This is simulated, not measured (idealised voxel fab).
process module | voxel gate over fins
cross-section cut | 185 nm wide | cells 5 nm
A cross-section is a grid of square cells, given in bands from the top down. A band is one or more rows of cells.
Each band's line starts with the height of the band's top and of its bottom, in nm. Then come its materials from left to right, each with its width in nm. One material with "throughout" fills the band from edge to edge. "air" is empty space.
Height 0 is the level under which the wafer as received is all one material. The lowest band goes on downwards, as in "0 down".
A width such as "30 to 40" changes by the same amount from each row of cells to the next, from the band's top row to its bottom row.
"no change" after a step means that no cell of the cross-section changed.
closed voids: empty space of 8 cells or more with no open way to the top, each as width x height at its distance from the left edge, in nm
after a step's settings: what the simulator itself notes on the step
overlay nm, on a step with a mask: how far to the right of its planned place the mask lay; to the left if negative
plan
1 op RECEIVE | material Si
2 op CONFORMAL_DEP | material SiN | thk nm 5
3 op DIRECTIONAL_DEP | material aC | thk nm 15
4 op PATTERN | tone cover | mask id FINS | material resist | width nm 15 | pitch nm 35 | thk nm 30 | overlay nm 0
5 op DIRECTIONAL_ETCH | etch materials aC | depth nm 15
6 op STRIP | etch materials resist
7 op DIRECTIONAL_ETCH | etch materials SiN | depth nm 5
8 op DIRECTIONAL_ETCH | etch materials Si | depth nm 30
9 op STRIP | etch materials aC
10 op OXIDIZE | depth nm 5
11 op FILL_DEP | material SiO2 | thk nm 15
12 op CMP | height nm 5
13 op SELECTIVE_ETCH | etch materials SiO2 | depth nm 15
14 op STRIP | etch materials SiN
15 op CONFORMAL_DEP | material HfO2 | thk nm 5
16 op CONFORMAL_DEP | material TiN | thk nm 5
17 op CONFORMAL_DEP | material TiAl | thk nm 5
18 op CONFORMAL_DEP | material TiN | thk nm 5
19 op FILL_DEP | material W | thk nm 10
20 op CMP | height nm 25
21 op CONFORMAL_DEP | material SiCN | thk nm 5
first wafer, as planned
as received, after step 1
  0 down: Si throughout
  closed voids: none
after step 2
  5 to 0: SiN throughout
  below 0: unchanged
after step 3
  20 to 5: aC throughout
  below 5: unchanged
after step 4
  50 to 20: air 30 | resist 15 | air 20 | resist 15 | air 20 | resist 15 | air 20 | resist 15 | air 35
  below 20: unchanged
after step 5
  35 to 20: air 30 | resist 15 | air 20 | resist 15 | air 20 | resist 15 | air 20 | resist 15 | air 35
  20 to 5: air 30 | aC 15 | air 20 | aC 15 | air 20 | aC 15 | air 20 | aC 15 | air 35
  below 5: unchanged
after step 6
  20 to 5: air 30 | aC 15 | air 20 | aC 15 | air 20 | aC 15 | air 20 | aC 15 | air 35
  below 5: unchanged
after step 7
  20 to 5: air 30 | aC 15 | air 20 | aC 15 | air 20 | aC 15 | air 20 | aC 15 | air 35
  5 to 0: air 30 | SiN 15 | air 20 | SiN 15 | air 20 | SiN 15 | air 20 | SiN 15 | air 35
  below 0: unchanged
after step 8
  20 to 5: air 30 | aC 15 | air 20 | aC 15 | air 20 | aC 15 | air 20 | aC 15 | air 35
  5 to 0: air 30 | SiN 15 | air 20 | SiN 15 | air 20 | SiN 15 | air 20 | SiN 15 | air 35
  0 to -30: air 30 | Si 15 | air 20 | Si 15 | air 20 | Si 15 | air 20 | Si 15 | air 35
  below -30: unchanged
after step 9
  5 to 0: air 30 | SiN 15 | air 20 | SiN 15 | air 20 | SiN 15 | air 20 | SiN 15 | air 35
  below 0: unchanged
after step 10
  5 to 0: air 30 | SiN 15 | air 20 | SiN 15 | air 20 | SiN 15 | air 20 | SiN 15 | air 35
  0 to -30: air 30 | SiO2 5 | Si 5 | SiO2 5 | air 20 | SiO2 5 | Si 5 | SiO2 5 | air 20 | SiO2 5 | Si 5 | SiO2 5 | air 20 | SiO2 5 | Si 5 | SiO2 5 | air 35
  -30 to -35: SiO2 35 | Si 5 | SiO2 30 | Si 5 | SiO2 30 | Si 5 | SiO2 30 | Si 5 | SiO2 40
  below -35: unchanged
after step 11
  20 to 5: SiO2 throughout
  5 to 0: SiO2 30 | SiN 15 | SiO2 20 | SiN 15 | SiO2 20 | SiN 15 | SiO2 20 | SiN 15 | SiO2 35
  0 to -35: SiO2 35 | Si 5 | SiO2 30 | Si 5 | SiO2 30 | Si 5 | SiO2 30 | Si 5 | SiO2 40
  below -35: unchanged
after step 12
  5 to 0: SiO2 30 | SiN 15 | SiO2 20 | SiN 15 | SiO2 20 | SiN 15 | SiO2 20 | SiN 15 | SiO2 35
  below 0: unchanged
after step 13
  5 to 0: air 30 | SiN 15 | air 20 | SiN 15 | air 20 | SiN 15 | air 20 | SiN 15 | air 35
  0 to -10: air 35 | Si 5 | air 30 | Si 5 | air 30 | Si 5 | air 30 | Si 5 | air 40
  below -10: unchanged
after step 14
  0 to -10: air 35 | Si 5 | air 30 | Si 5 | air 30 | Si 5 | air 30 | Si 5 | air 40
  below -10: unchanged
after step 15
  5 to 0: air 30 | HfO2 15 | air 20 | HfO2 15 | air 20 | HfO2 15 | air 20 | HfO2 15 | air 35
  0 to -5: air 30 | HfO2 5 | Si 5 | HfO2 5 | air 20 | HfO2 5 | Si 5 | HfO2 5 | air 20 | HfO2 5 | Si 5 | HfO2 5 | air 20 | HfO2 5 | Si 5 | HfO2 5 | air 35
  -5 to -10: HfO2 35 | Si 5 | HfO2 30 | Si 5 | HfO2 30 | Si 5 | HfO2 30 | Si 5 | HfO2 40
  below -10: unchanged
after step 16
  10 to 5: air 25 | TiN 25 | air 10 | TiN 25 | air 10 | TiN 25 | air 10 | TiN 25 | air 30
  5 to 0: air 25 | TiN 5 | HfO2 15 | TiN 5 | air 10 | TiN 5 | HfO2 15 | TiN 5 | air 10 | TiN 5 | HfO2 15 | TiN 5 | air 10 | TiN 5 | HfO2 15 | TiN 5 | air 30
  0 to -5: TiN 30 | HfO2 5 | Si 5 | HfO2 5 | TiN 20 | HfO2 5 | Si 5 | HfO2 5 | TiN 20 | HfO2 5 | Si 5 | HfO2 5 | TiN 20 | HfO2 5 | Si 5 | HfO2 5 | TiN 35
  below -5: unchanged
after step 17
  15 to 10: air 20 | TiAl 140 | air 25
  10 to 5: air 20 | TiAl 5 | TiN 25 | TiAl 10 | TiN 25 | TiAl 10 | TiN 25 | TiAl 10 | TiN 25 | TiAl 5 | air 25
  5 to 0: TiAl 25 | TiN 5 | HfO2 15 | TiN 5 | TiAl 10 | TiN 5 | HfO2 15 | TiN 5 | TiAl 10 | TiN 5 | HfO2 15 | TiN 5 | TiAl 10 | TiN 5 | HfO2 15 | TiN 5 | TiAl 30
  below 0: unchanged
after step 18
  20 to 15: air 15 | TiN 150 | air 20
  15 to 10: air 15 | TiN 5 | TiAl 140 | TiN 5 | air 20
  10 to 5: TiN 20 | TiAl 5 | TiN 25 | TiAl 10 | TiN 25 | TiAl 10 | TiN 25 | TiAl 10 | TiN 25 | TiAl 5 | TiN 25
  below 5: unchanged
after step 19
  30 to 20: W throughout
  20 to 15: W 15 | TiN 150 | W 20
  15 to 10: W 15 | TiN 5 | TiAl 140 | TiN 5 | W 20
  below 10: unchanged
after step 20
  25 to 20: W throughout
  below 20: unchanged
after step 21
  30 to 25: SiCN throughout
  below 25: unchanged
second wafer: like start, like plan, one mistake. Through step 16 it matches the first wafer
when step 17 should have ended: no change
when step 18 should have ended
  15 to 5: air 20 | TiN 140 | air 25
  5 to 0: TiN 30 | HfO2 15 | TiN 20 | HfO2 15 | TiN 20 | HfO2 15 | TiN 20 | HfO2 15 | TiN 35
  below 0: unchanged
when step 19 should have ended
  25 to 15: W throughout
  15 to 5: W 20 | TiN 140 | W 25
  below 5: unchanged
when step 20 should have ended: no change
when step 21 should have ended
  30 to 25: SiCN throughout
  below 25: unchanged
what went wrong: step 17 was left out
at the end the second wafer has, in cells: 53 fewer of TiAl | 12 more of TiN | 41 more of W
